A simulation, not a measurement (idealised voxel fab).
process module | voxel tone inversion
cross-section cut | 260 nm wide | cells 5 nm
A cross-section is a grid of square cells, given in bands from the top down. A band is one or more rows of cells.
Each band's line starts with the height of the band's top and of its bottom, in nm. Then come its materials from left to right, each with its width in nm. One material with "throughout" fills the band from edge to edge. "air" is empty space.
Height 0 is the level under which the wafer as received is all one material. The lowest band goes on downwards, as in "0 down".
A width such as "30 to 40" changes by the same amount from each row of cells to the next, from the band's top row to its bottom row.
"no change" after a step means that no cell of the cross-section changed.
closed voids: empty space of 8 cells or more with no open way to the top, each as width x height at its distance from the left edge, in nm
after a step's settings: what the simulator itself notes on the step
overlay nm, on a step with a mask: how far to the right of its planned place the mask lay; to the left if negative
plan
1 op RECEIVE | material Si
2 op CONFORMAL_DEP | material SiCN | thk nm 5
3 op DIRECTIONAL_DEP | material polySi | thk nm 20
4 op PATTERN | tone cover | mask id POSTS | material resist | width nm 20 | pitch nm 40 | thk nm 25 | overlay nm -15
5 op DIRECTIONAL_ETCH | etch materials polySi | depth nm 20
6 op STRIP | etch materials resist
7 op FILL_DEP | material lowk | thk nm 10
8 op CMP | height nm 25
9 op STRIP | etch materials polySi
10 op CONFORMAL_DEP | material TiN | thk nm 5
11 op FILL_DEP | material W | thk nm 5
12 op CMP | height nm 25
13 op CONFORMAL_DEP | material SiN | thk nm 5
varied across the wafers: overlay nm of step 4. The plan shows the first wafer's value. All wafers start alike
first wafer as received, after step 1
  0 down: Si throughout
  closed voids: none
first wafer at the end, after step 13
  30 to 25: SiN throughout
  25 to 10: lowk 85 | TiN 5 | W 10 | TiN 5 | lowk 20 | TiN 5 | W 10 | TiN 5 | lowk 115
  10 to 5: lowk 85 | TiN 20 | lowk 20 | TiN 20 | lowk 115
  5 to 0: SiCN throughout
  0 down: Si throughout
  closed voids: none
last wafer at the end
  30 to 25: SiN throughout
  25 to 10: lowk 115 | TiN 5 | W 10 | TiN 5 | lowk 20 | TiN 5 | W 10 | TiN 5 | lowk 85
  10 to 5: lowk 115 | TiN 20 | lowk 20 | TiN 20 | lowk 85
  5 to 0: SiCN throughout
  0 down: Si throughout
  closed voids: none
each wafer at the end: cells of each material gained (+) or lost (-) since it was received, then its closed voids
overlay nm -15 | +52 SiCN | +52 SiN | +20 TiN | +12 W | +176 lowk | closed voids: none
overlay nm -10 | +52 SiCN | +52 SiN | +20 TiN | +12 W | +176 lowk | closed voids: none
overlay nm -5 | +52 SiCN | +52 SiN | +20 TiN | +12 W | +176 lowk | closed voids: none
overlay nm 0 | +52 SiCN | +52 SiN | +20 TiN | +12 W | +176 lowk | closed voids: none
overlay nm 5 | +52 SiCN | +52 SiN | +20 TiN | +12 W | +176 lowk | closed voids: none
overlay nm 10 | +52 SiCN | +52 SiN | +20 TiN | +12 W | +176 lowk | closed voids: none
overlay nm 15 | +52 SiCN | +52 SiN | +20 TiN | +12 W | +176 lowk | closed voids: none
